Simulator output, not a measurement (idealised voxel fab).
process module | voxel gate over fins
cross-section cut | 275 nm wide | cells 5 nm
A cross-section is a grid of square cells, given in bands from the top down. A band is one or more rows of cells.
Each band's line starts with the height of the band's top and of its bottom, in nm. Then come its materials from left to right, each with its width in nm. One material with "throughout" fills the band from edge to edge. "air" is empty space.
Height 0 is the level under which the wafer as received is all one material. The lowest band goes on downwards, as in "0 down".
A width such as "30 to 40" changes by the same amount from each row of cells to the next, from the band's top row to its bottom row.
"no change" after a step means that no cell of the cross-section changed.
closed voids: empty space of 8 cells or more with no open way to the top, each as width x height at its distance from the left edge, in nm
after a step's settings: what the simulator itself notes on the step
overlay nm, on a step with a mask: how far to the right of its planned place the mask lay; to the left if negative
plan
1 op RECEIVE | material Si
2 op CONFORMAL_DEP | material SiN | thk nm 10
3 op MASKED_ETCH | tone cover | mask id FINS | width nm 15 | pitch nm 55 | etch materials SiN | depth nm 10 | overlay nm 0
4 op MASKED_ETCH | tone cover | mask id FINS | width nm 15 | pitch nm 55 | etch materials Si | depth nm 35 | overlay nm 0
5 op FILL_DEP | material SiO2 | thk nm 10
6 op CMP | height nm 10
7 op PATTERN | tone open | mask id RAIL | material resist | width nm 15 | thk nm 15 | overlay nm 0
8 op DIRECTIONAL_ETCH | etch materials SiO2 | depth nm 40
9 op STRIP | etch materials resist
10 op CONFORMAL_DEP | material TiN | thk nm 5
11 op FILL_DEP | material W | thk nm 10
12 op CMP | height nm 10
13 op SELECTIVE_ETCH | etch materials W Ru TiN | depth nm 30
14 op FILL_DEP | material SiO2 | thk nm 5
15 op CMP | height nm 10
16 op SELECTIVE_ETCH | etch materials SiO2 | depth nm 25
17 op STRIP | etch materials SiN
18 op CONFORMAL_DEP | material HfO2 | thk nm 5
19 op CONFORMAL_DEP | material TiN | thk nm 5
20 op CONFORMAL_DEP | material TiAl | thk nm 5
21 op CONFORMAL_DEP | material TiN | thk nm 5
22 op FILL_DEP | material W | thk nm 10
23 op CMP | height nm 15
24 op CONFORMAL_DEP | material SiN | thk nm 10
varied across the wafers: height nm of step 23. The plan shows the first wafer's value. All wafers start alike
first wafer as received, after step 1
  0 down: Si throughout
  closed voids: none
each wafer at the end: cells of each material gained (+) or lost (-) since it was received, then its closed voids
height nm 15 | +67 HfO2 | -343 Si | +110 SiN | +190 SiO2 | +67 TiAl | +117 TiN | +67 W | closed voids: none
height nm 20 | +67 HfO2 | -343 Si | +110 SiN | +190 SiO2 | +67 TiAl | +139 TiN | +100 W | closed voids: none
height nm 25 | +67 HfO2 | -343 Si | +110 SiN | +190 SiO2 | +67 TiAl | +139 TiN | +155 W | closed voids: none
height nm 30 | +67 HfO2 | -343 Si | +110 SiN | +190 SiO2 | +67 TiAl | +139 TiN | +210 W | closed voids: none
